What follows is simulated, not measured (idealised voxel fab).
The process module that follows is named voxel wiring stack.
Section shown: cut. Width: 240 nm. Cell size: 5 nm, square.
For the purposes of this document, a cross-section shall be understood as a grid of square cells, specified as bands listed in top-to-bottom order, each band consisting of one or more rows of cells. In this notation a band is specified by the heights of its top and bottom, in that order and in nm, after which its materials appear from left to right, each paired with its width in nm. The word "edge to edge" attached to a single material means that material fills the band from edge to edge; the word "air" stands for empty space. Note: height 0 marks the level under which the wafer is uniformly one material as received. Lowest band unbounded below, written "from 0 down". You'd read "30 to 40" like this: the band's top row of cells is as wide as the first number, its bottom row is as wide as the second, and going down, every row changes width by the same amount as the row before did. You'll sometimes find "no change" written for a step, and that's the way of saying that nowhere in the cross-section did a cell change during that step. For the entry "Closed voids list", the listed items are empty spaces with no open way to the top whose size is 8 cells or more; each item follows the pattern width x height at distance, where distance is from the left edge and all three are in nm. Note: text after step settings on the step line = simulator remark on that step. The "overlay nm" setting may appear on a step's line; for a step that uses a mask, it gives how far to the right of its planned position the mask lay, and a negative value indicates the left.

## plan
step 1: RECEIVE | material Si
step 2: CONFORMAL_DEP | material SiO2 | thk nm 15
step 3: CONFORMAL_DEP | material SiN | thk nm 5
step 4: DIRECTIONAL_DEP | material lowk | thk nm 20
step 5: PATTERN | tone open | mask id METAL_1 | material resist | width nm 30 | pitch nm 45 | thk nm 15 | overlay nm 0
step 6: DIRECTIONAL_ETCH | etch materials lowk | depth nm 20
step 7: DIRECTIONAL_ETCH | etch materials SiN | depth nm 5
step 8: STRIP | etch materials resist
step 9: CONFORMAL_DEP | material TiN | thk nm 5
step 10: FILL_DEP | material Cu | thk nm 5
step 11: CMP | height nm 40
step 12: CONFORMAL_DEP | material SiCN | thk nm 5
step 13: DIRECTIONAL_DEP | material lowk | thk nm 20
step 14: MASKED_ETCH | tone open | mask id PLUG_1 | width nm 15 | pitch nm 45 | etch materials lowk | depth nm 20 | overlay nm 0
step 15: MASKED_ETCH | tone open | mask id PLUG_1 | width nm 15 | pitch nm 45 | etch materials SiCN | depth nm 5 | overlay nm 0
step 16: CONFORMAL_DEP | material TiN | thk nm 5
step 17: FILL_DEP | material Cu | thk nm 5
step 18: CMP | height nm 65
step 19: CONFORMAL_DEP | material SiCN | thk nm 5
step 20: DIRECTIONAL_DEP | material lowk | thk nm 20
step 21: DIRECTIONAL_DEP | material aC | thk nm 15
step 22: PATTERN | tone open | mask id METAL_2 | material resist | width nm 30 | pitch nm 45 | thk nm 35 | overlay nm 0
step 23: DIRECTIONAL_ETCH | etch materials aC | depth nm 15
step 24: STRIP | etch materials resist
step 25: DIRECTIONAL_ETCH | etch materials lowk | depth nm 20
step 26: DIRECTIONAL_ETCH | etch materials SiCN | depth nm 5
step 27: STRIP | etch materials aC
step 28: CONFORMAL_DEP | material TiN | thk nm 5
step 29: FILL_DEP | material W | thk nm 5
step 30: CMP | height nm 90
step 31: EPI | material Ru | thk nm 5
step 32: FILL_DEP | material SiCN | thk nm 5
step 33: DIRECTIONAL_DEP | material lowk | thk nm 35
step 34: PATTERN | tone open | mask id METAL_3 | material resist | width nm 30 | pitch nm 45 | thk nm 20 | overlay nm 0
step 35: DIRECTIONAL_ETCH | etch materials lowk | depth nm 20
step 36: STRIP | etch materials resist
step 37: MASKED_ETCH | tone open | mask id METAL_3_HOLES | width nm 15 | pitch nm 45 | etch materials lowk | depth nm 15 | overlay nm 0
step 38: MASKED_ETCH | tone open | mask id METAL_3_HOLES | width nm 15 | pitch nm 45 | etch materials SiCN | depth nm 5 | overlay nm 0
step 39: CONFORMAL_DEP | material TiN | thk nm 5
step 40: FILL_DEP | material Cu | thk nm 5
step 41: CMP | height nm 135
step 42: CONFORMAL_DEP | material SiCN | thk nm 5

## Wafer as received: cross-section following step 1
  from 0 down | Si edge to edge
  Closed voids list: none

## Below is the wafer in cross-section after the module was completed. It began from the starting point shown above and followed the plan shown above, except that one mistake was made while running it
  from 140 to 135 | SiCN edge to edge
  from 135 to 115 | lowk 35; TiN 5; Cu 20; TiN 5; lowk 15; TiN 5; Cu 20; TiN 5; lowk 15; TiN 5; Cu 20; TiN 5; lowk 15; TiN 5; Cu 20; TiN 5; lowk 40
  from 115 to 110 | lowk 35; TiN 5; Cu 5; TiN 20; lowk 15; TiN 5; Cu 5; TiN 20; lowk 15; TiN 5; Cu 5; TiN 20; lowk 15; TiN 5; Cu 5; TiN 20; lowk 40
  from 110 to 100 | lowk 35; TiN 5; Cu 5; TiN 5; lowk 30; TiN 5; Cu 5; TiN 5; lowk 30; TiN 5; Cu 5; TiN 5; lowk 30; TiN 5; Cu 5; TiN 5; lowk 55
  from 100 to 95 | SiCN 35; TiN 15; SiCN 30; TiN 15; SiCN 30; TiN 15; SiCN 30; TiN 15; SiCN 55
  from 95 to 90 | SiCN 30; Ru 40; SiCN 5; Ru 40; SiCN 5; Ru 40; SiCN 5; Ru 40; SiCN 35
  from 90 to 70 | lowk 35; TiN 5; W 20; TiN 5; lowk 15; TiN 5; W 20; TiN 5; lowk 15; TiN 5; W 20; TiN 5; lowk 15; TiN 5; W 20; TiN 5; lowk 40
  from 70 to 65 | SiCN 35; TiN 30; SiCN 15; TiN 30; SiCN 15; TiN 30; SiCN 15; TiN 30; SiCN 40
  from 65 to 45 | lowk 35; TiN 5; Cu 5; TiN 5; lowk 30; TiN 5; Cu 5; TiN 5; lowk 30; TiN 5; Cu 5; TiN 5; lowk 30; TiN 5; Cu 5; TiN 5; lowk 55
  from 45 to 40 | SiCN 35; TiN 15; SiCN 30; TiN 15; SiCN 30; TiN 15; SiCN 30; TiN 15; SiCN 55
  from 40 to 20 | lowk 35; TiN 5; Cu 20; TiN 5; lowk 15; TiN 5; Cu 20; TiN 5; lowk 15; TiN 5; Cu 20; TiN 5; lowk 15; TiN 5; Cu 20; TiN 5; lowk 40
  from 20 to 15 | SiN 35; TiN 30; SiN 15; TiN 30; SiN 15; TiN 30; SiN 15; TiN 30; SiN 40
  from 15 to 0 | SiO2 edge to edge
  from 0 down | Si edge to edge
  Closed voids list: none
Diagnosis: off-plan run, step 35, actual operation and settings DIRECTIONAL_ETCH | etch materials lowk | depth nm 25
